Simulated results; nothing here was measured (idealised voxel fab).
You're looking at the process module voxel trench capacitor.
Cross-sectional view cut (width: 270 nm; square cell size: 5 nm).
A cross-section is written here as square cells arranged in a grid, and it is given in bands from the top down, each band taking up one or more rows of cells.
Quick guide to a band line: top height, bottom height (nm) up front; then every material left to right with its width in nm. Only one material and it's marked "full width"? Then it fills the band edge to edge. And "blank" just means empty space.
The level at which height equals 0 is the one under which the wafer, as it arrives, is entirely one material. No lower edge exists for the bottom band, which continues downward and is notated as in "top 0, no bottom".
Graded width ("30..40"): value in top row of band = first number; value in bottom row = second number; row-to-row change constant.
Given "no alteration" for a step, no cell of the cross-section differs between before and after that step.
What "Completely enclosed voids" gives you is every empty space of 8 cells or more that is cut off from the top. Each appears as width x height at distance, with the distance taken from the left edge and width, height and distance all in nm.
Text after the settings on a step's line: the simulator's own remark on that step.
"overlay nm", when on a step's line for a step with a mask, measures how far to the right of its planned place the mask lay; a negative measure means to the left.
-- Listed below are the process steps as planned
1,RECEIVE,material Si
2,CONFORMAL_DEP,material SiN,thk nm 10
3,MASKED_ETCH,tone open,mask id TRENCH,width nm 30,pitch nm 60,etch materials SiN,depth nm 10,overlay nm 0
4,MASKED_ETCH,tone open,mask id TRENCH,width nm 30,pitch nm 60,etch materials Si,depth nm 40,overlay nm 0
5,CONFORMAL_DEP,material Al2O3,thk nm 5
6,CONFORMAL_DEP,material TiN,thk nm 5
7,FILL_DEP,material W,thk nm 5
8,CMP,height nm 10
-- Shown in cross-section is the wafer as received, that is, as it stands after step 1
    top 0, no bottom | Si full width
    Completely enclosed voids: none
-- Post-module cross-section of the first of two wafers (run per plan)
    top 10, bottom 0 | SiN: 60, then Al2O3: 5, then TiN: 5, then W: 10, then TiN: 5, then Al2O3: 5, then SiN: 30, then Al2O3: 5, then TiN: 5, then W: 10, then TiN: 5, then Al2O3: 5, then SiN: 30, then Al2O3: 5, then TiN: 5, then W: 10, then TiN: 5, then Al2O3: 5, then SiN: 60
    top 0, bottom -30 | Si: 60, then Al2O3: 5, then TiN: 5, then W: 10, then TiN: 5, then Al2O3: 5, then Si: 30, then Al2O3: 5, then TiN: 5, then W: 10, then TiN: 5, then Al2O3: 5, then Si: 30, then Al2O3: 5, then TiN: 5, then W: 10, then TiN: 5, then Al2O3: 5, then Si: 60
    top -30, bottom -35 | Si: 60, then Al2O3: 5, then TiN: 20, then Al2O3: 5, then Si: 30, then Al2O3: 5, then TiN: 20, then Al2O3: 5, then Si: 30, then Al2O3: 5, then TiN: 20, then Al2O3: 5, then Si: 60
    top -35, bottom -40 | Si: 60, then Al2O3: 30, then Si: 30, then Al2O3: 30, then Si: 30, then Al2O3: 30, then Si: 60
    top -40, no bottom | Si full width
    Completely enclosed voids: none
-- Wafer two cross-section, module end. Start and plan unchanged from wafer one; one mistake made during the run
    top 10, bottom 0 | SiN: 60, then TiN: 5, then Al2O3: 5, then W: 10, then Al2O3: 5, then TiN: 5, then SiN: 30, then TiN: 5, then Al2O3: 5, then W: 10, then Al2O3: 5, then TiN: 5, then SiN: 30, then TiN: 5, then Al2O3: 5, then W: 10, then Al2O3: 5, then TiN: 5, then SiN: 60
    top 0, bottom -30 | Si: 60, then TiN: 5, then Al2O3: 5, then W: 10, then Al2O3: 5, then TiN: 5, then Si: 30, then TiN: 5, then Al2O3: 5, then W: 10, then Al2O3: 5, then TiN: 5, then Si: 30, then TiN: 5, then Al2O3: 5, then W: 10, then Al2O3: 5, then TiN: 5, then Si: 60
    top -30, bottom -35 | Si: 60, then TiN: 5, then Al2O3: 20, then TiN: 5, then Si: 30, then TiN: 5, then Al2O3: 20, then TiN: 5, then Si: 30, then TiN: 5, then Al2O3: 20, then TiN: 5, then Si: 60
    top -35, bottom -40 | Si: 60, then TiN: 30, then Si: 30, then TiN: 30, then Si: 30, then TiN: 30, then Si: 60
    top -40, no bottom | Si full width
    Completely enclosed voids: none
Finding, execution versus plan: steps 5 and 6: order swapped relative to plan
Materials where the second wafer ends with more or fewer cells than the first: Al2O3 -12, TiN +12
